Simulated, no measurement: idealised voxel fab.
process module | voxel transistor to metal
cross-section cut | 195 nm wide | cells 5 nm
A cross-section is a grid of square cells, given in bands from the top down. A band is one or more rows of cells.
Each band's line starts with the height of the band's top and of its bottom, in nm. Then come its materials from left to right, each with its width in nm. One material with "throughout" fills the band from edge to edge. "air" is empty space.
Height 0 is the level under which the wafer as received is all one material. The lowest band goes on downwards, as in "0 down".
A width such as "30 to 40" changes by the same amount from each row of cells to the next, from the band's top row to its bottom row.
"no change" after a step means that no cell of the cross-section changed.
closed voids: empty space of 8 cells or more with no open way to the top, each as width x height at its distance from the left edge, in nm
after a step's settings: what the simulator itself notes on the step
overlay nm, on a step with a mask: how far to the right of its planned place the mask lay; to the left if negative
plan
1 op RECEIVE | material Si
2 op CONFORMAL_DEP | material SiO2 | thk nm 5
3 op CONFORMAL_DEP | material SiN | thk nm 10
4 op MASKED_ETCH | tone cover | mask id ACTIVE | width nm 125 | etch materials SiN | depth nm 10 | overlay nm 0
5 op MASKED_ETCH | tone cover | mask id ACTIVE | width nm 125 | etch materials SiO2 | depth nm 5 | overlay nm 0
6 op MASKED_ETCH | tone cover | mask id ACTIVE | width nm 125 | etch materials Si | depth nm 25 | overlay nm 0
7 op FILL_DEP | material SiO2 | thk nm 5
8 op CMP | height nm 15
9 op SELECTIVE_ETCH | etch materials SiO2 | depth nm 10
10 op STRIP | etch materials SiN
11 op SELECTIVE_ETCH | etch materials SiO2 | depth nm 5
12 op OXIDIZE | depth nm 5
13 op DIRECTIONAL_DEP | material polySi | thk nm 25
14 op DIRECTIONAL_DEP | material SiCN | thk nm 10
15 op PATTERN | tone cover | mask id GATE | material resist | width nm 25 | thk nm 15 | overlay nm 0
16 op DIRECTIONAL_ETCH | etch materials SiCN | depth nm 20
17 op DIRECTIONAL_ETCH | etch materials polySi | depth nm 35
18 op STRIP | etch materials resist
19 op CONFORMAL_DEP | material SiN | thk nm 10
20 op DIRECTIONAL_ETCH | etch materials SiN | depth nm 10
21 op DIRECTIONAL_ETCH | etch materials SiO2 | depth nm 5
22 op DIRECTIONAL_ETCH | etch materials Si | depth nm 5
23 op EPI | material SiGe | thk nm 10
24 op FILL_DEP | material SiO2 | thk nm 10
25 op CMP | height nm 35
26 op DIRECTIONAL_DEP | material SiO2 | thk nm 15
27 op DIRECTIONAL_DEP | material aC | thk nm 15
28 op PATTERN | tone open | mask id CONTACT | material resist | width nm 35 | pitch nm 70 | thk nm 30 | overlay nm 0
29 op DIRECTIONAL_ETCH | etch materials aC | depth nm 15
30 op STRIP | etch materials resist
31 op DIRECTIONAL_ETCH | etch materials SiO2 | depth nm 50
32 op STRIP | etch materials aC
33 op CONFORMAL_DEP | material TiN | thk nm 5
34 op FILL_DEP | material Ru | thk nm 10
35 op CMP | height nm 50
36 op CONFORMAL_DEP | material SiCN | thk nm 5
37 op DIRECTIONAL_DEP | material lowk | thk nm 20
38 op MASKED_ETCH | tone open | mask id METAL_1 | width nm 20 | pitch nm 85 | etch materials lowk | depth nm 20 | overlay nm 0
39 op MASKED_ETCH | tone open | mask id METAL_1 | width nm 20 | pitch nm 85 | etch materials SiCN | depth nm 5 | overlay nm 0
40 op CONFORMAL_DEP | material TiN | thk nm 5
41 op FILL_DEP | material W | thk nm 5
42 op CMP | height nm 75
43 op CONFORMAL_DEP | material SiCN | thk nm 5
44 op DIRECTIONAL_DEP | material SiO2 | thk nm 30
45 op PATTERN | tone open | mask id METAL_2 | material resist | width nm 20 | pitch nm 85 | thk nm 15 | overlay nm 0
46 op DIRECTIONAL_ETCH | etch materials SiO2 | depth nm 20
47 op STRIP | etch materials resist
48 op MASKED_ETCH | tone open | mask id METAL_2_HOLES | width nm 15 | pitch nm 85 | etch materials SiO2 | depth nm 10 | overlay nm 0
49 op MASKED_ETCH | tone open | mask id METAL_2_HOLES | width nm 15 | pitch nm 85 | etch materials SiCN | depth nm 5 | overlay nm 0
50 op CONFORMAL_DEP | material TiN | thk nm 5
51 op FILL_DEP | material Cu | thk nm 10
52 op CMP | height nm 110
53 op CONFORMAL_DEP | material SiN | thk nm 5
as received, after step 1
  0 down: Si throughout
  closed voids: none
a wafer at the end: this start, this plan, one mistake
  115 to 110: SiN throughout
  110 to 95: SiO2 45 | TiN 5 | Cu 10 | TiN 5 | SiO2 65 | TiN 5 | Cu 10 | TiN 5 | SiO2 45
  95 to 90: SiO2 45 | TiN 5 | Cu 5 | TiN 10 | SiO2 65 | TiN 5 | Cu 5 | TiN 10 | SiO2 45
  90 to 80: SiO2 45 | TiN 5 | Cu 5 | TiN 5 | SiO2 70 | TiN 5 | Cu 5 | TiN 5 | SiO2 50
  80 to 75: SiCN 45 | TiN 15 | SiCN 70 | TiN 15 | SiCN 50
  75 to 55: lowk 45 | TiN 5 | W 10 | TiN 5 | lowk 65 | TiN 5 | W 10 | TiN 5 | lowk 45
  55 to 50: SiCN 45 | TiN 20 | SiCN 65 | TiN 20 | SiCN 45
  50 to 35: SiO2 45 | TiN 5 | Ru 25 | TiN 5 | SiO2 35 | TiN 5 | Ru 25 | TiN 5 | SiO2 45
  35 to 30: SiO2 45 | TiN 5 | Ru 20 | TiN 10 | SiO2 35 | TiN 10 | Ru 20 | TiN 5 | SiO2 45
  30 to 20: SiO2 45 | TiN 5 | Ru 20 | TiN 5 | SiN 10 | SiCN 25 | SiN 10 | TiN 5 | Ru 20 | TiN 5 | SiO2 45
  20 to 10: SiO2 45 | TiN 5 | Ru 20 | TiN 5 | SiN 10 | polySi 25 | SiN 10 | TiN 5 | Ru 20 | TiN 5 | SiO2 45
  10 to 5: SiO2 45 | TiN 5 | Ru 10 | TiN 15 | SiN 10 | polySi 25 | SiN 10 | TiN 15 | Ru 10 | TiN 5 | SiO2 45
  5 to 0: SiO2 45 | TiN 20 | SiGe 10 | SiN 10 | polySi 25 | SiN 10 | SiGe 10 | TiN 20 | SiO2 45
  0 to -5: SiO2 30 | SiGe 45 | SiO2 45 | SiGe 45 | SiO2 30
  -5 to -10: SiO2 35 | SiGe 40 | Si 45 | SiGe 40 | SiO2 35
  -10 to -25: SiO2 35 | Si 125 | SiO2 35
  -25 down: Si throughout
  closed voids: none
what went wrong: step 13 ran as: op DIRECTIONAL_DEP | material polySi | thk nm 20
